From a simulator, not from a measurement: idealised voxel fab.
Herein follows the process module entitled voxel local oxidation.
For reference, the cross-section in this document is cut, with width 300 nm and square cells of 5 nm.
Reading order for cross-sections: top band down to bottom band. Underlying form: a grid of square cells. Band size: one or more rows of cells.
It is stipulated that each band's entry specify, in nanometres, the height of the top of the band and then that of its bottom, followed by the materials of the band in left-to-right sequence, each together with its width in nanometres. A single material marked by the word "all across" is understood to fill the band from edge to edge; the word "air" is understood to denote empty space.
Height 0 is the level under which the wafer as received is all one material. The lowest band goes on downwards, as in "0..down".
So if you see something like "30->40" for the width, read it as the top row of the band sitting at the first number and the bottom row at the second, with every row in between moving by the same amount as the last.
No cell of the cross-section changed in a step that is given as "remains unaltered".
You'll see "Trapped void list" listing empty spaces that have no way open to the top, as long as they're 8 cells or more; the notation is width x height at distance, where the distance is from the left edge, and all of it is in nm.
Where a step's line continues beyond its settings, the continuation is a remark by the simulator itself on that step.
A step's line can hold "overlay nm"; with a mask on that step, the setting says how far right of the planned place the mask lay, while a negative setting says it lay to the left.
List of planned process steps:
1,RECEIVE, material Si
2,CONFORMAL_DEP, material SiO2, thk nm 5
3,CONFORMAL_DEP, material SiN, thk nm 15
4,PATTERN, tone cover, mask id ACTIVE, material resist, width nm 100, thk nm 15, overlay nm 0
5,DIRECTIONAL_ETCH, etch materials SiN, depth nm 15
6,STRIP, etch materials resist
7,SELECTIVE_ETCH, etch materials SiO2, depth nm 5
8,OXIDIZE, depth nm 10
9,STRIP, etch materials SiN
As received, after step 1:
0..down | Si all across
Trapped void list: none
A wafer at the end: this start, this plan, one mistake:
5..0 | SiO2 (95) | air (110) | SiO2 (95)
0..-10 | Si (85) | SiO2 (130) | Si (85)
-10..down | Si all across
Trapped void list: none
What was done differently from what was planned? step 4 ran differently from the plan; actual operation with settings: PATTERN, tone open, mask id ACTIVE, material resist, width nm 100, thk nm 15, overlay nm 0
